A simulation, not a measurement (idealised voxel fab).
The following is a process module called voxel wiring stack.
Section shown: cut. Width: 245 nm. Cell size: 5 nm, square.
In what follows, cross-sections appear as grids of square cells, described through bands that run from the top down, where every band is one or more rows of cells.
In this notation a band is specified by the heights of its top and bottom, in that order and in nm, after which its materials appear from left to right, each paired with its width in nm. The word "throughout" attached to a single material means that material fills the band from edge to edge; the word "blank" stands for empty space.
The level at which height equals 0 is the one under which the wafer, as it arrives, is entirely one material. No lower edge exists for the bottom band, which continues downward and is notated as in "0 -> down".
Width: "30->40" (first number = top row, second number = bottom row, same change from row to row of cells).
Key: "remains unaltered" - step with no changed cell in the cross-section.
The entry titled "Enclosed internal cavities" provides the empty spaces that have no open way to the top, restricted to those of 8 cells or more. Each is presented as width x height at distance, the distance being measured from the left edge, with all three in nm.
Note: text after step settings on the step line = simulator remark on that step.
For masked steps, "overlay nm" on the step line gives how far right of plan the mask actually lay; a minus sign means it lay to the left.

Planned step list for the process:
1) RECEIVE (material Si)
2) CONFORMAL_DEP (material SiO2; thk nm 15)
3) DIRECTIONAL_DEP (material TiN; thk nm 5)
4) DIRECTIONAL_DEP (material W; thk nm 25)
5) MASKED_ETCH (tone cover; mask id METAL_1; width nm 25; pitch nm 50; etch materials W; depth nm 25; overlay nm 0)
6) MASKED_ETCH (tone cover; mask id METAL_1; width nm 25; pitch nm 50; etch materials TiN; depth nm 5; overlay nm 0)
7) CONFORMAL_DEP (material SiN; thk nm 5)
8) FILL_DEP (material SiO2; thk nm 5)
9) CMP (height nm 45)
10) CONFORMAL_DEP (material SiCN; thk nm 5)
11) DIRECTIONAL_DEP (material lowk; thk nm 15)
12) DIRECTIONAL_DEP (material aC; thk nm 15)
13) PATTERN (tone open; mask id PLUG_1; material resist; width nm 15; thk nm 35; overlay nm 0)
14) DIRECTIONAL_ETCH (etch materials aC; depth nm 15)
15) STRIP (etch materials resist)
16) DIRECTIONAL_ETCH (etch materials lowk; depth nm 15)
17) DIRECTIONAL_ETCH (etch materials SiCN; depth nm 5)
18) STRIP (etch materials aC)
19) EPI (material Ru; thk nm 10)
20) EPI (material Ru; thk nm 10)
21) DIRECTIONAL_DEP (material TiN; thk nm 5)
22) DIRECTIONAL_DEP (material W; thk nm 20)
23) PATTERN (tone cover; mask id METAL_2; material resist; width nm 25; pitch nm 50; thk nm 15; overlay nm 0)
24) DIRECTIONAL_ETCH (etch materials W; depth nm 20)
25) DIRECTIONAL_ETCH (etch materials TiN; depth nm 5)
26) STRIP (etch materials resist)
27) CONFORMAL_DEP (material SiCN; thk nm 5)
28) FILL_DEP (material SiO2; thk nm 5)
29) CMP (height nm 90)
30) CONFORMAL_DEP (material SiCN; thk nm 5)
31) DIRECTIONAL_DEP (material lowk; thk nm 30)
32) MASKED_ETCH (tone open; mask id METAL_3; width nm 25; pitch nm 50; etch materials lowk; depth nm 15; overlay nm 0)
33) PATTERN (tone open; mask id METAL_3_HOLES; material resist; width nm 15; thk nm 15; overlay nm 0)
34) DIRECTIONAL_ETCH (etch materials lowk; depth nm 15)
35) DIRECTIONAL_ETCH (etch materials SiCN; depth nm 5)
36) STRIP (etch materials resist)
37) CONFORMAL_DEP (material TiN; thk nm 5)
38) FILL_DEP (material Cu; thk nm 10)
39) CMP (height nm 125)
40) CONFORMAL_DEP (material SiCN; thk nm 5)

First of the two wafers, run per plan:

Cross-section, incoming material, after step 1:
* 0 -> down | Si throughout
* Enclosed internal cavities: none

Cross-sectional representation of the wafer at the conclusion of step 2:
* 15 -> 0 | SiO2 throughout
* Below a height of 0, the structure has not been altered.

Cross-sectional representation of the wafer at the conclusion of step 3:
* 20 -> 15 | TiN throughout
* Below a height of 15, the structure has not been altered.

Cross-sectional representation of the wafer at the conclusion of step 4:
* 45 -> 20 | W throughout
* Below a height of 20, the structure has not been altered.

Cross-sectional representation of the wafer at the conclusion of step 5:
* 45 -> 20 | blank (85), then W (25), then blank (25), then W (25), then blank (85)
* Below a height of 20, the structure has not been altered.

Cross-sectional representation of the wafer at the conclusion of step 6:
* 45 -> 20 | blank (85), then W (25), then blank (25), then W (25), then blank (85)
* 20 -> 15 | blank (85), then TiN (25), then blank (25), then TiN (25), then blank (85)
* Below a height of 15, the structure has not been altered.

Cross-sectional representation of the wafer at the conclusion of step 7:
* 50 -> 45 | blank (80), then SiN (35), then blank (15), then SiN (35), then blank (80)
* 45 -> 20 | blank (80), then SiN (5), then W (25), then SiN (5), then blank (15), then SiN (5), then W (25), then SiN (5), then blank (80)
* 20 -> 15 | SiN (85), then TiN (25), then SiN (25), then TiN (25), then SiN (85)
* Below a height of 15, the structure has not been altered.

Cross-sectional representation of the wafer at the conclusion of step 8:
* 55 -> 50 | SiO2 throughout
* 50 -> 45 | SiO2 (80), then SiN (35), then SiO2 (15), then SiN (35), then SiO2 (80)
* 45 -> 20 | SiO2 (80), then SiN (5), then W (25), then SiN (5), then SiO2 (15), then SiN (5), then W (25), then SiN (5), then SiO2 (80)
* Below a height of 20, the structure has not been altered.

Cross-sectional representation of the wafer at the conclusion of step 9:
* 45 -> 20 | SiO2 (80), then SiN (5), then W (25), then SiN (5), then SiO2 (15), then SiN (5), then W (25), then SiN (5), then SiO2 (80)
* Below a height of 20, the structure has not been altered.

Cross-sectional representation of the wafer at the conclusion of step 10:
* 50 -> 45 | SiCN throughout
* Below a height of 45, the structure has not been altered.

Cross-sectional representation of the wafer at the conclusion of step 11:
* 65 -> 50 | lowk throughout
* Below a height of 50, the structure has not been altered.

Cross-sectional representation of the wafer at the conclusion of step 12:
* 80 -> 65 | aC throughout
* Below a height of 65, the structure has not been altered.

Cross-sectional representation of the wafer at the conclusion of step 13:
* 115 -> 80 | resist (85), then blank (15), then resist (145)
* Below a height of 80, the structure has not been altered.

Cross-sectional representation of the wafer at the conclusion of step 14:
* 100 -> 80 | resist (85), then blank (15), then resist (145)
* 80 -> 65 | aC (85), then blank (15), then aC (145)
* Below a height of 65, the structure has not been altered.

Cross-sectional representation of the wafer at the conclusion of step 15:
* 80 -> 65 | aC (85), then blank (15), then aC (145)
* Below a height of 65, the structure has not been altered.

Cross-sectional representation of the wafer at the conclusion of step 16:
* 80 -> 65 | aC (85), then blank (15), then aC (145)
* 65 -> 50 | lowk (85), then blank (15), then lowk (145)
* Below a height of 50, the structure has not been altered.

Cross-sectional representation of the wafer at the conclusion of step 17:
* 80 -> 65 | aC (85), then blank (15), then aC (145)
* 65 -> 50 | lowk (85), then blank (15), then lowk (145)
* 50 -> 45 | SiCN (85), then blank (15), then SiCN (145)
* Below a height of 45, the structure has not been altered.

Cross-sectional representation of the wafer at the conclusion of step 18:
* 65 -> 50 | lowk (85), then blank (15), then lowk (145)
* Below a height of 50, the structure has not been altered.

Cross-sectional representation of the wafer at the conclusion of step 19:
* 65 -> 55 | lowk (85), then blank (15), then lowk (145)
* 55 -> 50 | lowk (85), then Ru (15), then lowk (145)
* 50 -> 45 | SiCN (85), then Ru (15), then SiCN (145)
* Below a height of 45, the structure has not been altered.

Cross-sectional representation of the wafer at the conclusion of step 20:
* 65 -> 50 | lowk (85), then Ru (15), then lowk (145)
* Below a height of 50, the structure has not been altered.

Cross-sectional representation of the wafer at the conclusion of step 21:
* 70 -> 65 | TiN throughout
* Below a height of 65, the structure has not been altered.

Cross-sectional representation of the wafer at the conclusion of step 22:
* 90 -> 70 | W throughout
* Below a height of 70, the structure has not been altered.

Cross-sectional representation of the wafer at the conclusion of step 23:
* 105 -> 90 | blank (85), then resist (25), then blank (25), then resist (25), then blank (85)
* Below a height of 90, the structure has not been altered.

Cross-sectional representation of the wafer at the conclusion of step 24:
* 105 -> 90 | blank (85), then resist (25), then blank (25), then resist (25), then blank (85)
* 90 -> 70 | blank (85), then W (25), then blank (25), then W (25), then blank (85)
* Below a height of 70, the structure has not been altered.

Cross-sectional representation of the wafer at the conclusion of step 25:
* 105 -> 90 | blank (85), then resist (25), then blank (25), then resist (25), then blank (85)
* 90 -> 70 | blank (85), then W (25), then blank (25), then W (25), then blank (85)
* 70 -> 65 | blank (85), then TiN (25), then blank (25), then TiN (25), then blank (85)
* Below a height of 65, the structure has not been altered.

Cross-sectional representation of the wafer at the conclusion of step 26:
* 90 -> 70 | blank (85), then W (25), then blank (25), then W (25), then blank (85)
* Below a height of 70, the structure has not been altered.

Cross-sectional representation of the wafer at the conclusion of step 27:
* 95 -> 90 | blank (80), then SiCN (35), then blank (15), then SiCN (35), then blank (80)
* 90 -> 70 | blank (80), then SiCN (5), then W (25), then SiCN (5), then blank (15), then SiCN (5), then W (25), then SiCN (5), then blank (80)
* 70 -> 65 | SiCN (85), then TiN (25), then SiCN (25), then TiN (25), then SiCN (85)
* Below a height of 65, the structure has not been altered.

Cross-sectional representation of the wafer at the conclusion of step 28:
* 100 -> 95 | SiO2 throughout
* 95 -> 90 | SiO2 (80), then SiCN (35), then SiO2 (15), then SiCN (35), then SiO2 (80)
* 90 -> 70 | SiO2 (80), then SiCN (5), then W (25), then SiCN (5), then SiO2 (15), then SiCN (5), then W (25), then SiCN (5), then SiO2 (80)
* Below a height of 70, the structure has not been altered.

Cross-sectional representation of the wafer at the conclusion of step 29:
* 90 -> 70 | SiO2 (80), then SiCN (5), then W (25), then SiCN (5), then SiO2 (15), then SiCN (5), then W (25), then SiCN (5), then SiO2 (80)
* Below a height of 70, the structure has not been altered.

Cross-sectional representation of the wafer at the conclusion of step 30:
* 95 -> 90 | SiCN throughout
* Below a height of 90, the structure has not been altered.

Cross-sectional representation of the wafer at the conclusion of step 31:
* 125 -> 95 | lowk throughout
* Below a height of 95, the structure has not been altered.

Cross-sectional representation of the wafer at the conclusion of step 32:
* 125 -> 110 | lowk (85), then blank (25), then lowk (25), then blank (25), then lowk (85)
* Below a height of 110, the structure has not been altered.

Cross-sectional representation of the wafer at the conclusion of step 33:
* 140 -> 125 | resist (85), then blank (15), then resist (145)
* 125 -> 110 | lowk (85), then blank (15), then resist (10), then lowk (25), then resist (25), then lowk (85)
* Below a height of 110, the structure has not been altered.

Cross-sectional representation of the wafer at the conclusion of step 34:
* 140 -> 125 | resist (85), then blank (15), then resist (145)
* 125 -> 110 | lowk (85), then blank (15), then resist (10), then lowk (25), then resist (25), then lowk (85)
* 110 -> 95 | lowk (85), then blank (15), then lowk (145)
* Below a height of 95, the structure has not been altered.

Cross-sectional representation of the wafer at the conclusion of step 35:
* 140 -> 125 | resist (85), then blank (15), then resist (145)
* 125 -> 110 | lowk (85), then blank (15), then resist (10), then lowk (25), then resist (25), then lowk (85)
* 110 -> 95 | lowk (85), then blank (15), then lowk (145)
* 95 -> 90 | SiCN (85), then blank (15), then SiCN (145)
* Below a height of 90, the structure has not been altered.

Cross-sectional representation of the wafer at the conclusion of step 36:
* 125 -> 110 | lowk (85), then blank (25), then lowk (25), then blank (25), then lowk (85)
* Below a height of 110, the structure has not been altered.

Cross-sectional representation of the wafer at the conclusion of step 37:
* 130 -> 125 | TiN (90), then blank (15), then TiN (35), then blank (15), then TiN (90)
* 125 -> 115 | lowk (85), then TiN (5), then blank (15), then TiN (5), then lowk (25), then TiN (5), then blank (15), then TiN (5), then lowk (85)
* 115 -> 110 | lowk (85), then TiN (5), then blank (5), then TiN (15), then lowk (25), then TiN (25), then lowk (85)
* 110 -> 95 | lowk (85), then TiN (5), then blank (5), then TiN (5), then lowk (145)
* 95 -> 90 | SiCN (85), then TiN (15), then SiCN (145)
* Below a height of 90, the structure has not been altered.

Cross-sectional representation of the wafer at the conclusion of step 38:
* 140 -> 130 | Cu throughout
* 130 -> 125 | TiN (90), then Cu (15), then TiN (35), then Cu (15), then TiN (90)
* 125 -> 115 | lowk (85), then TiN (5), then Cu (15), then TiN (5), then lowk (25), then TiN (5), then Cu (15), then TiN (5), then lowk (85)
* 115 -> 110 | lowk (85), then TiN (5), then Cu (5), then TiN (15), then lowk (25), then TiN (25), then lowk (85)
* 110 -> 95 | lowk (85), then TiN (5), then Cu (5), then TiN (5), then lowk (145)
* Below a height of 95, the structure has not been altered.

Cross-sectional representation of the wafer at the conclusion of step 39:
* 125 -> 115 | lowk (85), then TiN (5), then Cu (15), then TiN (5), then lowk (25), then TiN (5), then Cu (15), then TiN (5), then lowk (85)
* Below a height of 115, the structure has not been altered.

Cross-sectional representation of the wafer at the conclusion of step 40:
* 130 -> 125 | SiCN throughout
* Below a height of 125, the structure has not been altered.

Now the other wafer: same start, same recipe, but we messed up one thing when running it. Up to and including step 31 it's the same as the first one:

Second wafer: cross-section at the scheduled end of step 32:
* 125 -> 110 | lowk (90), then blank (15), then lowk (35), then blank (15), then lowk (90)
* Below a height of 110, the structure has not been altered.

Second wafer: cross-section at the scheduled end of step 33:
* 140 -> 125 | resist (85), then blank (15), then resist (145)
* 125 -> 110 | lowk (90), then blank (10), then resist (5), then lowk (35), then resist (15), then lowk (90)
* Below a height of 110, the structure has not been altered.

Second wafer: cross-section at the scheduled end of step 34:
* 140 -> 125 | resist (85), then blank (15), then resist (145)
* 125 -> 110 | lowk (85), then blank (15), then resist (5), then lowk (35), then resist (15), then lowk (90)
* 110 -> 95 | lowk (90), then blank (10), then lowk (145)
* Below a height of 95, the structure has not been altered.

Second wafer: cross-section at the scheduled end of step 35:
* 140 -> 125 | resist (85), then blank (15), then resist (145)
* 125 -> 110 | lowk (85), then blank (15), then resist (5), then lowk (35), then resist (15), then lowk (90)
* 110 -> 95 | lowk (90), then blank (10), then lowk (145)
* 95 -> 90 | SiCN (90), then blank (10), then SiCN (145)
* Below a height of 90, the structure has not been altered.

Second wafer: cross-section at the scheduled end of step 36:
* 125 -> 110 | lowk (85), then blank (20), then lowk (35), then blank (15), then lowk (90)
* Below a height of 110, the structure has not been altered.

Second wafer: cross-section at the scheduled end of step 37:
* 130 -> 125 | TiN (90), then blank (10), then TiN (45), then blank (5), then TiN (95)
* 125 -> 115 | lowk (85), then TiN (5), then blank (10), then TiN (5), then lowk (35), then TiN (5), then blank (5), then TiN (5), then lowk (90)
* 115 -> 110 | lowk (85), then TiN (20), then lowk (35), then TiN (15), then lowk (90)
* 110 -> 95 | lowk (90), then TiN (10), then lowk (145)
* 95 -> 90 | SiCN (90), then TiN (10), then SiCN (145)
* Below a height of 90, the structure has not been altered.

Second wafer: cross-section at the scheduled end of step 38:
* 140 -> 130 | Cu throughout
* 130 -> 125 | TiN (90), then Cu (10), then TiN (45), then Cu (5), then TiN (95)
* 125 -> 115 | lowk (85), then TiN (5), then Cu (10), then TiN (5), then lowk (35), then TiN (5), then Cu (5), then TiN (5), then lowk (90)
* Below a height of 115, the structure has not been altered.

Second wafer: cross-section at the scheduled end of step 39:
* 125 -> 115 | lowk (85), then TiN (5), then Cu (10), then TiN (5), then lowk (35), then TiN (5), then Cu (5), then TiN (5), then lowk (90)
* Below a height of 115, the structure has not been altered.

Second wafer: cross-section at the scheduled end of step 40:
* 130 -> 125 | SiCN throughout
* Below a height of 125, the structure has not been altered.
Deviation from plan: step 32 did not happen as planned, as run it was MASKED_ETCH (tone open; mask id METAL_3; width nm 15; pitch nm 50; etch materials lowk; depth nm 15; overlay nm 0)
Final difference in cells, second wafer against first, listed per material as more or fewer: 10 fewer of Cu; 1 more of SiCN; 3 fewer of TiN; 12 more of lowk
